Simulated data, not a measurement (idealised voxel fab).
Name of the process module below: voxel ribs on slabs
Cross-section cut spans 300 nm and uses square cells 5 nm in size.
This document writes a cross-section as a grid whose cells are square, and gives it as bands, listed from the top down; one or more rows of cells form a band.
Heads up on the band format: heights come first, top then bottom, in nm. After that it's the materials left to right, each with its width in nm. A single material flagged "all across" fills the whole band edge to edge, and "air" means there's empty space there.
Heights are measured from 0, the level below which the as-received wafer is all one material; the lowest band has no bottom and continues downward, written as in "0 -> down".
Per-row width for "30..40": begins at first number (top row of band), ends at second number (bottom row), increment between rows held constant.
You'll sometimes find "no alteration" written for a step, and that's the way of saying that nowhere in the cross-section did a cell change during that step.
Heads up: "Enclosed void list" only lists the empty pockets with no open path to the top that are 8 cells or more, and it writes them as width x height at distance, distance from the left edge, in nm.
Past the settings on a step's line: simulator remark, on that step.
"overlay nm" answers the question of how far to the right of plan the mask lay on a step that has a mask, and when it is negative the answer is to the left.
Process steps - plan:
1: op RECEIVE | material Si
2: op DIRECTIONAL_DEP | material SiO2 | thk nm 25
3: op DIRECTIONAL_DEP | material polySi | thk nm 20
4: op PATTERN | tone cover | mask id RIB | material resist | width nm 30 | thk nm 15 | overlay nm 0
5: op DIRECTIONAL_ETCH | etch materials polySi | depth nm 15
6: op STRIP | etch materials resist
7: op PATTERN | tone cover | mask id SLAB | material resist | width nm 90 | thk nm 20 | overlay nm 0
8: op DIRECTIONAL_ETCH | etch materials polySi | depth nm 5
9: op STRIP | etch materials resist
10: op FILL_DEP | material SiO2 | thk nm 20
11: op CMP | height nm 60
12: op DIRECTIONAL_DEP | material W | thk nm 5
13: op PATTERN | tone cover | mask id HEATER | material resist | width nm 40 | thk nm 20 | overlay nm 0
14: op DIRECTIONAL_ETCH | etch materials W | depth nm 5
15: op STRIP | etch materials resist
16: op CONFORMAL_DEP | material SiN | thk nm 5
Among the wafers covered here, the point of difference is the thk nm at step 12; their starting state is shared, and the plan presents the value of the first wafer.
As received, i.e. after step 1: cross-section through the first of several wafers:
* 0 -> down | Si all across
* Enclosed void list: none
Each row below is a wafer at the end of the module, listing for every material the number of cells it has gained (+) or lost (-) since it was received, followed by its closed voids:
thk nm 5; +62 SiN; +684 SiO2; +8 W; +36 polySi; Enclosed void list: none
thk nm 10; +62 SiN; +684 SiO2; +68 W; +36 polySi; Enclosed void list: none
thk nm 15; +62 SiN; +684 SiO2; +128 W; +36 polySi; Enclosed void list: none
thk nm 20; +62 SiN; +684 SiO2; +188 W; +36 polySi; Enclosed void list: none
